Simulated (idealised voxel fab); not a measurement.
The document below concerns the process module designated voxel ribs on slabs.
The cross-section on display is named cut; it measures 140 nm wide, and its cells are 5 nm squares.
Bands, listed from the top down, are how a cross-section gets written in this document; the cross-section itself is a grid of square cells, and a band is one or more rows of them.
For a band, the entry starts with two heights in nm, that of the top and then that of the bottom, and carries on with the band's materials in order from left to right, each alongside its width in nm; the word "edge to edge" beside a single material means it fills the band edge to edge, and "air" means empty space.
Heads up on the height convention: 0 is the point under which the incoming wafer is all one material, and the lowest band has no bottom, it just keeps going down, like "0 -> down".
Width "30 to 40": first value at the band's top row of cells, second value at its bottom row, equal change from row to row.
"nothing changed" for a step: no cell of the cross-section changed in that step.
Enclosed voids (no open way to top), threshold 8 cells or more, entry "Enclosed void listing", notation width x height at distance, distance from left edge, nm.
Anything after a step's settings on that line? It's the simulator's own note about the step.
The "overlay nm" setting may appear on a step's line; for a step that uses a mask, it gives how far to the right of its planned position the mask lay, and a negative value indicates the left.
In what follows, pairs of cross-sections are presented, each taken before and after one process step, with the after cross-section shown only down to the lowest band that was altered; the step, together with its settings, is stated below the pair. The pairs may stem from different runs of this module on the same starting wafer; accordingly, a pair should be taken as continuing from the one above it solely where its entry headed "before" indicates as much.
before
60 -> 50: W edge to edge
50 -> 35: SiO2 edge to edge
35 -> 30: 30 SiO2 / 25 SiN / 25 SiO2 / 25 SiN / 35 SiO2
30 -> 25: 55 SiN / 25 SiO2 / 60 SiN
25 -> 20: SiN edge to edge
20 -> 0: SiO2 edge to edge
0 -> down: Si edge to edge
Enclosed void listing: none
Post-Step Geometry
60 -> 50: 50 air / 35 W / 55 air
Nothing below the height 50 has changed.
Enclosed void listing: none
As a process note, the step between the before and after cross-sections shown above is op MASKED_ETCH | tone cover | mask id HEATER | width nm 35 | etch materials W | depth nm 10 | overlay nm 0
before: see preceding pair, after cross-section.
Post-Step Geometry
70 -> 60: 40 air / 55 SiO2 / 45 air
60 -> 50: 50 SiO2 / 35 W / 55 SiO2
Nothing below the height 50 has changed.
Enclosed void listing: none
As a process note, the step between the before and after cross-sections shown above is op CONFORMAL_DEP | material SiO2 | thk nm 10
